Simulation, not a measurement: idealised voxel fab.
Module name: voxel gate over fins (process module)
cross-section cut | 215 nm wide | cells 5 nm
How to read a cross-section here: the picture is a grid of square cells, written as bands going from the top down, and any band can span one or more rows of cells.
Basically the band line says how high the top is and how high the bottom is, in nm, and then what's in it from left to right, every material with its width in nm. Empty space shows up as "empty", and if a single material carries "edge to edge" it runs the full band edge to edge.
Zero point of the height axis is 0; under it, received wafer = one material. Lowest band: continues down indefinitely, "0 -> down".
Width spec "30..40" -> top row of cells at first value, bottom row at second value, equal per-row change in between.
Step marked "nothing different"? Then no cell in the cross-section changed in it.
Reported under the label "Trapped voids" are the empty spaces having no open way to the top and comprising 8 cells or more; the notation for each is width x height at distance, in which the distance is measured from the left edge and all three values are in nm.
That trailing text on a step's line, after the settings, is the simulator's own remark on the step.
overlay nm: right-of-plan distance of the mask on a masked step; negative values mean left-of-plan.
-- Planned step list for the process
1: RECEIVE | material Si
2: CONFORMAL_DEP | material SiN | thk nm 5
3: MASKED_ETCH | tone cover | mask id FINS | width nm 15 | pitch nm 40 | etch materials SiN | depth nm 5 | overlay nm 0
4: MASKED_ETCH | tone cover | mask id FINS | width nm 15 | pitch nm 40 | etch materials Si | depth nm 35 | overlay nm 0
5: FILL_DEP | material SiO2 | thk nm 15
6: CMP | height nm 5
7: SELECTIVE_ETCH | etch materials SiO2 | depth nm 20
8: STRIP | etch materials SiN
9: CONFORMAL_DEP | material HfO2 | thk nm 5
10: CONFORMAL_DEP | material TiN | thk nm 5
11: FILL_DEP | material W | thk nm 15
12: CMP | height nm 10
13: CONFORMAL_DEP | material SiN | thk nm 5
Where the wafers of this document differ is in the height nm of step 12; they start out the same, and the plan states the value that applied to the first wafer.
-- As-received state after step 1, first of several wafers, cross-section
* 0 -> down  Si edge to edge
* Trapped voids: none
-- The cross-section of the first of several wafers is given below for the end of the module, after its final step, step 13
* 15 -> 10  SiN edge to edge
* 10 -> 5  W (70), TiN (35), W (5), TiN (35), W (70)
* 5 -> 0  W (70), TiN (5), HfO2 (25), TiN (5), W (5), TiN (5), HfO2 (25), TiN (5), W (70)
* 0 -> -5  W (70), TiN (5), HfO2 (5), Si (15), HfO2 (5), TiN (5), W (5), TiN (5), HfO2 (5), Si (15), HfO2 (5), TiN (5), W (70)
* -5 -> -10  TiN (75), HfO2 (5), Si (15), HfO2 (5), TiN (15), HfO2 (5), Si (15), HfO2 (5), TiN (75)
* -10 -> -15  HfO2 (80), Si (15), HfO2 (25), Si (15), HfO2 (80)
* -15 -> -35  SiO2 (80), Si (15), SiO2 (25), Si (15), SiO2 (80)
* -35 -> down  Si edge to edge
* Trapped voids: none
-- Last wafer of the set, cross-sectioned at end of module
* 30 -> 25  SiN edge to edge
* 25 -> 10  W edge to edge
* 10 -> 5  W (70), TiN (35), W (5), TiN (35), W (70)
* 5 -> 0  W (70), TiN (5), HfO2 (25), TiN (5), W (5), TiN (5), HfO2 (25), TiN (5), W (70)
* 0 -> -5  W (70), TiN (5), HfO2 (5), Si (15), HfO2 (5), TiN (5), W (5), TiN (5), HfO2 (5), Si (15), HfO2 (5), TiN (5), W (70)
* -5 -> -10  TiN (75), HfO2 (5), Si (15), HfO2 (5), TiN (15), HfO2 (5), Si (15), HfO2 (5), TiN (75)
* -10 -> -15  HfO2 (80), Si (15), HfO2 (25), Si (15), HfO2 (80)
* -15 -> -35  SiO2 (80), Si (15), SiO2 (25), Si (15), SiO2 (80)
* -35 -> down  Si edge to edge
* Trapped voids: none
-- Tabulated below, wafer by wafer, are the end-of-module results: for each material, the number of cells gained (+) or lost (-) relative to the as-received state, followed by the closed voids
height nm 10; +55 HfO2; -259 Si; +43 SiN; +148 SiO2; +55 TiN; +87 W; Trapped voids: none
height nm 15; +55 HfO2; -259 Si; +43 SiN; +148 SiO2; +55 TiN; +130 W; Trapped voids: none
height nm 20; +55 HfO2; -259 Si; +43 SiN; +148 SiO2; +55 TiN; +173 W; Trapped voids: none
height nm 25; +55 HfO2; -259 Si; +43 SiN; +148 SiO2; +55 TiN; +216 W; Trapped voids: none
